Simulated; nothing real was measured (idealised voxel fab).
Name of the process module below: voxel trench capacitor
The width of the displayed cross-section, cut, is 260 nm; its cells are square, with a size of 5 nm.
Think of the cross-section as a grid of square cells. We describe it in bands, top to bottom, and each band covers one or more rows of those cells. Within each band entry, the heights of the top and of the bottom of the band appear first, in that order and in nm; the materials of the band then follow from left to right, each with its corresponding width in nm. The designation "all across" on a single material indicates that it fills the band from edge to edge; the designation "air" indicates empty space. Heights from 0 (as-received wafer is one material below). Bottom band endless downward, as "0 -> down". Quick explanation for "30 to 40": the width changes in equal steps down the rows of cells, from the first number in the band's top row to the second number in its bottom row. The designation "no modification", where it is given for a processing step, indicates that no cell of the cross-section was altered in the course of that step. So "Trapped void list" is basically the list of trapped voids: any empty space of 8 cells or more that can't reach the top through an opening. They're written width x height at distance, the distance being from the left edge, and it's all nm. The remark found on a step's line after its settings is issued by the simulator itself and pertains to that step. overlay nm: step with mask; distance mask lay right of planned place; negative value = left of planned place.

-- Planned step list for the process
1: RECEIVE [material Si]
2: CONFORMAL_DEP [material SiN] [thk nm 5]
3: MASKED_ETCH [tone open] [mask id TRENCH] [width nm 25] [pitch nm 50] [etch materials SiN] [depth nm 5] [overlay nm 0]
4: MASKED_ETCH [tone open] [mask id TRENCH] [width nm 25] [pitch nm 50] [etch materials Si] [depth nm 30] [overlay nm 0]
5: CONFORMAL_DEP [material SiO2] [thk nm 5]
6: FILL_DEP [material polySi] [thk nm 10]
7: CMP [height nm 5]

-- Delivered wafer in cross-section: state after step 1
    0 -> down | Si all across
    Trapped void list: none

-- First of two wafers at the end of the module, shown in cross-section; run carried out as planned
    5 -> 0 | SiN=90 | SiO2=5 | polySi=15 | SiO2=5 | SiN=25 | SiO2=5 | polySi=15 | SiO2=5 | SiN=95
    0 -> -25 | Si=90 | SiO2=5 | polySi=15 | SiO2=5 | Si=25 | SiO2=5 | polySi=15 | SiO2=5 | Si=95
    -25 -> -30 | Si=90 | SiO2=25 | Si=25 | SiO2=25 | Si=95
    -30 -> down | Si all across
    Trapped void list: none

-- Cross-sectional image of the second wafer of the two following completion of the module. Starting state and process plan were the same as for the first wafer; one execution error occurred
    5 -> 0 | SiN=85 | SiO2=10 | polySi=15 | SiO2=10 | SiN=15 | SiO2=10 | polySi=15 | SiO2=10 | SiN=90
    0 -> -25 | Si=90 | SiO2=5 | polySi=15 | SiO2=5 | Si=25 | SiO2=5 | polySi=15 | SiO2=5 | Si=95
    -25 -> -30 | Si=90 | SiO2=25 | Si=25 | SiO2=25 | Si=95
    -30 -> down | Si all across
    Trapped void list: none
What was the processing mistake? for step 3, the planned setting was not used; the step was instead run as MASKED_ETCH [tone open] [mask id TRENCH] [width nm 35] [pitch nm 50] [etch materials SiN] [depth nm 5] [overlay nm 0]
At the finish, the second wafer shows more or fewer cells for some materials than the first does: SiN -4; SiO2 +4
